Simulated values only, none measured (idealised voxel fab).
The name of this process module is voxel gate over fins.
It is cross-section cut that appears here, measuring 175 nm in width, its square cells being 5 nm in size.
Cross-section format: a grid of square cells, given as bands from top to bottom; each band is one or more rows of cells.
First you get the band's top height and its bottom height, in nm, and then the materials it's made of, left to right, with each width in nm. If you see a single material with "edge to edge", that one covers the band edge to edge. "air" is empty space.
Counting heights begins at 0, where everything beneath is, in the wafer as received, one material. The lowest band has no bottom; it goes on downwards, as "0 down" shows.
You'd read "30->40" like this: the band's top row of cells is as wide as the first number, its bottom row is as wide as the second, and going down, every row changes width by the same amount as the row before did.
"no change" (step): cross-section cells unchanged, all of them.
"Enclosed cavity list" enumerates empty spaces isolated from the top, with no open way to it, that contain at least 8 cells, giving each as width x height at distance from the left edge, all three in nm.
If you see something after the settings on a step's line, that's the simulator's own remark about that step.
"overlay nm" denotes, for a step that has a mask, the displacement of the mask to the right of its planned place, with negative values corresponding to the left.
### Set out below are the planned steps of the process
1 RECEIVE,material Si
2 CONFORMAL_DEP,material SiN,thk nm 10
3 MASKED_ETCH,tone cover,mask id FINS,width nm 15,pitch nm 35,etch materials SiN,depth nm 10,overlay nm 0
4 MASKED_ETCH,tone cover,mask id FINS,width nm 15,pitch nm 35,etch materials Si,depth nm 35,overlay nm 0
5 OXIDIZE,depth nm 5
6 FILL_DEP,material SiO2,thk nm 15
7 CMP,height nm 10
8 SELECTIVE_ETCH,etch materials SiO2,depth nm 20
9 STRIP,etch materials SiN
10 CONFORMAL_DEP,material HfO2,thk nm 5
11 CONFORMAL_DEP,material TiN,thk nm 5
12 FILL_DEP,material W,thk nm 10
13 CMP,height nm 15
14 CONFORMAL_DEP,material SiN,thk nm 10
### First wafer of two (run as planned)
### As-received state of the wafer in cross-section, equivalent to post-step 1
	0 down: Si edge to edge
	Enclosed cavity list: none
### How the wafer stands in section after step 2
	10 to 0: SiN edge to edge
	Unchanged below 0.
### How the wafer stands in section after step 3
	10 to 0: air (25), SiN (15), air (20), SiN (15), air (20), SiN (15), air (20), SiN (15), air (30)
	Unchanged below 0.
### How the wafer stands in section after step 4
	10 to 0: air (25), SiN (15), air (20), SiN (15), air (20), SiN (15), air (20), SiN (15), air (30)
	0 to -35: air (25), Si (15), air (20), Si (15), air (20), Si (15), air (20), Si (15), air (30)
	Unchanged below -35.
### How the wafer stands in section after step 5
	10 to 0: air (25), SiN (15), air (20), SiN (15), air (20), SiN (15), air (20), SiN (15), air (30)
	0 to -35: air (25), SiO2 (5), Si (5), SiO2 (5), air (20), SiO2 (5), Si (5), SiO2 (5), air (20), SiO2 (5), Si (5), SiO2 (5), air (20), SiO2 (5), Si (5), SiO2 (5), air (30)
	-35 to -40: SiO2 (30), Si (5), SiO2 (30), Si (5), SiO2 (30), Si (5), SiO2 (30), Si (5), SiO2 (35)
	Unchanged below -40.
### How the wafer stands in section after step 6
	25 to 10: SiO2 edge to edge
	10 to 0: SiO2 (25), SiN (15), SiO2 (20), SiN (15), SiO2 (20), SiN (15), SiO2 (20), SiN (15), SiO2 (30)
	0 to -40: SiO2 (30), Si (5), SiO2 (30), Si (5), SiO2 (30), Si (5), SiO2 (30), Si (5), SiO2 (35)
	Unchanged below -40.
### How the wafer stands in section after step 7
	10 to 0: SiO2 (25), SiN (15), SiO2 (20), SiN (15), SiO2 (20), SiN (15), SiO2 (20), SiN (15), SiO2 (30)
	Unchanged below 0.
### How the wafer stands in section after step 8
	10 to 0: air (25), SiN (15), air (20), SiN (15), air (20), SiN (15), air (20), SiN (15), air (30)
	0 to -10: air (30), Si (5), air (30), Si (5), air (30), Si (5), air (30), Si (5), air (35)
	Unchanged below -10.
### How the wafer stands in section after step 9
	0 to -10: air (30), Si (5), air (30), Si (5), air (30), Si (5), air (30), Si (5), air (35)
	Unchanged below -10.
### How the wafer stands in section after step 10
	5 to 0: air (25), HfO2 (15), air (20), HfO2 (15), air (20), HfO2 (15), air (20), HfO2 (15), air (30)
	0 to -5: air (25), HfO2 (5), Si (5), HfO2 (5), air (20), HfO2 (5), Si (5), HfO2 (5), air (20), HfO2 (5), Si (5), HfO2 (5), air (20), HfO2 (5), Si (5), HfO2 (5), air (30)
	-5 to -10: HfO2 (30), Si (5), HfO2 (30), Si (5), HfO2 (30), Si (5), HfO2 (30), Si (5), HfO2 (35)
	Unchanged below -10.
### How the wafer stands in section after step 11
	10 to 5: air (20), TiN (25), air (10), TiN (25), air (10), TiN (25), air (10), TiN (25), air (25)
	5 to 0: air (20), TiN (5), HfO2 (15), TiN (5), air (10), TiN (5), HfO2 (15), TiN (5), air (10), TiN (5), HfO2 (15), TiN (5), air (10), TiN (5), HfO2 (15), TiN (5), air (25)
	0 to -5: TiN (25), HfO2 (5), Si (5), HfO2 (5), TiN (20), HfO2 (5), Si (5), HfO2 (5), TiN (20), HfO2 (5), Si (5), HfO2 (5), TiN (20), HfO2 (5), Si (5), HfO2 (5), TiN (30)
	Unchanged below -5.
### How the wafer stands in section after step 12
	20 to 10: W edge to edge
	10 to 5: W (20), TiN (25), W (10), TiN (25), W (10), TiN (25), W (10), TiN (25), W (25)
	5 to 0: W (20), TiN (5), HfO2 (15), TiN (5), W (10), TiN (5), HfO2 (15), TiN (5), W (10), TiN (5), HfO2 (15), TiN (5), W (10), TiN (5), HfO2 (15), TiN (5), W (25)
	Unchanged below 0.
### How the wafer stands in section after step 13
	15 to 10: W edge to edge
	Unchanged below 10.
### How the wafer stands in section after step 14
	25 to 15: SiN edge to edge
	Unchanged below 15.
### Second wafer. Start and plan as for the first. One mistake made in running. Agrees with the first up to and including step 2
### Second wafer, sectioned view, at step 3's planned end time
	10 to 0: air (15), SiN (15), air (20), SiN (15), air (20), SiN (15), air (20), SiN (15), air (40)
	Unchanged below 0.
### Second wafer, sectioned view, at step 4's planned end time
	10 to 0: air (15), SiN (15), air (20), SiN (15), air (20), SiN (15), air (20), SiN (15), air (40)
	0 to -35: air (15), Si (25), air (10), Si (25), air (10), Si (25), air (10), Si (25), air (30)
	Unchanged below -35.
### Second wafer, sectioned view, at step 5's planned end time
	10 to 0: air (15), SiN (15), air (20), SiN (15), air (20), SiN (15), air (20), SiN (15), air (40)
	0 to -5: air (15), SiO2 (5), Si (5), SiO2 (15), air (10), SiO2 (5), Si (5), SiO2 (15), air (10), SiO2 (5), Si (5), SiO2 (15), air (10), SiO2 (5), Si (5), SiO2 (15), air (30)
	-5 to -35: air (15), SiO2 (5), Si (15), SiO2 (5), air (10), SiO2 (5), Si (15), SiO2 (5), air (10), SiO2 (5), Si (15), SiO2 (5), air (10), SiO2 (5), Si (15), SiO2 (5), air (30)
	-35 to -40: SiO2 (20), Si (15), SiO2 (20), Si (15), SiO2 (20), Si (15), SiO2 (20), Si (15), SiO2 (35)
	Unchanged below -40.
### Second wafer, sectioned view, at step 6's planned end time
	25 to 10: SiO2 edge to edge
	10 to 0: SiO2 (15), SiN (15), SiO2 (20), SiN (15), SiO2 (20), SiN (15), SiO2 (20), SiN (15), SiO2 (40)
	0 to -5: SiO2 (20), Si (5), SiO2 (30), Si (5), SiO2 (30), Si (5), SiO2 (30), Si (5), SiO2 (45)
	-5 to -40: SiO2 (20), Si (15), SiO2 (20), Si (15), SiO2 (20), Si (15), SiO2 (20), Si (15), SiO2 (35)
	Unchanged below -40.
### Second wafer, sectioned view, at step 7's planned end time
	10 to 0: SiO2 (15), SiN (15), SiO2 (20), SiN (15), SiO2 (20), SiN (15), SiO2 (20), SiN (15), SiO2 (40)
	Unchanged below 0.
### Second wafer, sectioned view, at step 8's planned end time
	10 to 0: air (15), SiN (15), air (20), SiN (15), air (20), SiN (15), air (20), SiN (15), air (40)
	0 to -10: air (20), Si (5->15), air (30->20), Si (5->15), air (30->20), Si (5->15), air (30->20), Si (5->15), air (45->35)
	Unchanged below -10.
### Second wafer, sectioned view, at step 9's planned end time
	0 to -10: air (20), Si (5->15), air (30->20), Si (5->15), air (30->20), Si (5->15), air (30->20), Si (5->15), air (45->35)
	Unchanged below -10.
### Second wafer, sectioned view, at step 10's planned end time
	5 to 0: air (15), HfO2 (15), air (20), HfO2 (15), air (20), HfO2 (15), air (20), HfO2 (15), air (40)
	0 to -5: air (15), HfO2 (5), Si (5), HfO2 (15), air (10), HfO2 (5), Si (5), HfO2 (15), air (10), HfO2 (5), Si (5), HfO2 (15), air (10), HfO2 (5), Si (5), HfO2 (15), air (30)
	-5 to -10: HfO2 (20), Si (15), HfO2 (20), Si (15), HfO2 (20), Si (15), HfO2 (20), Si (15), HfO2 (35)
	Unchanged below -10.
### Second wafer, sectioned view, at step 11's planned end time
	10 to 5: air (10), TiN (25), air (10), TiN (25), air (10), TiN (25), air (10), TiN (25), air (35)
	5 to 0: air (10), TiN (5), HfO2 (15), TiN (20), HfO2 (15), TiN (20), HfO2 (15), TiN (20), HfO2 (15), TiN (15), air (25)
	0 to -5: TiN (15), HfO2 (5), Si (5), HfO2 (15), TiN (10), HfO2 (5), Si (5), HfO2 (15), TiN (10), HfO2 (5), Si (5), HfO2 (15), TiN (10), HfO2 (5), Si (5), HfO2 (15), TiN (30)
	Unchanged below -5.
### Second wafer, sectioned view, at step 12's planned end time
	20 to 10: W edge to edge
	10 to 5: W (10), TiN (25), W (10), TiN (25), W (10), TiN (25), W (10), TiN (25), W (35)
	5 to 0: W (10), TiN (5), HfO2 (15), TiN (20), HfO2 (15), TiN (20), HfO2 (15), TiN (20), HfO2 (15), TiN (15), W (25)
	Unchanged below 0.
### Second wafer, sectioned view, at step 13's planned end time
	15 to 10: W edge to edge
	Unchanged below 10.
### Second wafer, sectioned view, at step 14's planned end time
	25 to 15: SiN edge to edge
	Unchanged below 15.
What was the processing mistake? planned and actual differ for step 3; actual: MASKED_ETCH,tone cover,mask id FINS,width nm 15,pitch nm 35,etch materials SiN,depth nm 10,overlay nm -10
Counted in cells at the end, the second wafer holds more or fewer of these materials than the first: Si: 56 more | SiO2: 48 fewer | W: 8 fewer
